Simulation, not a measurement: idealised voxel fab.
Process module under the name voxel ribs on slabs
Section shown: cut. Width: 170 nm. Cell size: 5 nm, square.
A cross-section is written here as square cells arranged in a grid, and it is given in bands from the top down, each band taking up one or more rows of cells.
This entry defines a band. It first specifies the height of the band's top and the height of its bottom in nm, and then specifies the band's materials from left to right, stating each material with its width in nm. The word "throughout" identifies a single material that fills the band from edge to edge, while the word "air" identifies empty space.
Height 0 is the level under which the wafer as received is all one material. The lowest band goes on downwards, as in "0 and below".
When a width is written as two numbers, as in "30..40", the first number is the width in the top row of cells of the band and the second is the width in its bottom row, and the width changes by the same amount from each row to the next.
No cell of the cross-section changed in a step that is given as "no change".
Empty spaces counting at least 8 cells and having no open way to the top are listed in "Catalogued sealed voids". The notation width x height at distance is used for each, the distance being from the left edge and all three values in nm.
Past the settings on a step's line: simulator remark, on that step.
overlay nm: step with mask; distance mask lay right of planned place; negative value = left of planned place.

**Below is the list of planned process steps**
1) RECEIVE | material Si
2) DIRECTIONAL_DEP | material SiO2 | thk nm 30
3) DIRECTIONAL_DEP | material SiN | thk nm 15
4) PATTERN | tone cover | mask id RIB | material resist | width nm 30 | thk nm 20 | overlay nm 0
5) DIRECTIONAL_ETCH | etch materials SiN | depth nm 10
6) STRIP | etch materials resist
7) DIRECTIONAL_DEP | material aC | thk nm 10
8) PATTERN | tone cover | mask id SLAB | material resist | width nm 60 | thk nm 25 | overlay nm 0
9) DIRECTIONAL_ETCH | etch materials aC | depth nm 10
10) STRIP | etch materials resist
11) DIRECTIONAL_ETCH | etch materials SiN | depth nm 5
12) STRIP | etch materials aC
13) FILL_DEP | material SiO2 | thk nm 30
14) CMP | height nm 65
15) DIRECTIONAL_DEP | material W | thk nm 5
16) PATTERN | tone cover | mask id HEATER | material resist | width nm 40 | thk nm 20 | overlay nm 0
17) DIRECTIONAL_ETCH | etch materials W | depth nm 5
18) STRIP | etch materials resist
19) CONFORMAL_DEP | material SiN | thk nm 10

**as received, after step 1**
	0 and below: Si throughout
	Catalogued sealed voids: none

**Wafer cross-section at module end: first of two, run to plan**
	80 down to 75: 55 of air, 60 of SiN, 55 of air
	75 down to 70: SiN throughout
	70 down to 65: 65 of SiN, 40 of W, 65 of SiN
	65 down to 45: SiO2 throughout
	45 down to 35: 70 of SiO2, 30 of SiN, 70 of SiO2
	35 down to 30: 55 of SiO2, 60 of SiN, 55 of SiO2
	30 down to 0: SiO2 throughout
	0 and below: Si throughout
	Catalogued sealed voids: none

**Presented here is a cross-section of the second of the two wafers as it stood at the end of the module. It was started in the same manner and assigned the same plan as the first wafer; however, one mistake was made in its execution**
	80 down to 75: 55 of air, 60 of SiN, 55 of air
	75 down to 70: SiN throughout
	70 down to 65: 65 of SiN, 40 of W, 65 of SiN
	65 down to 50: SiO2 throughout
	50 down to 40: 70 of SiO2, 30 of SiN, 70 of SiO2
	40 down to 35: 55 of SiO2, 60 of SiN, 55 of SiO2
	35 down to 30: SiN throughout
	30 down to 0: SiO2 throughout
	0 and below: Si throughout
	Catalogued sealed voids: none
Finding, execution versus plan: rather than as planned, step 3 actually ran as DIRECTIONAL_DEP | material SiN | thk nm 20
The closing comparison, in cells, has the second wafer with more or fewer of some materials than the first: 34 more of SiN; 34 fewer of SiO2
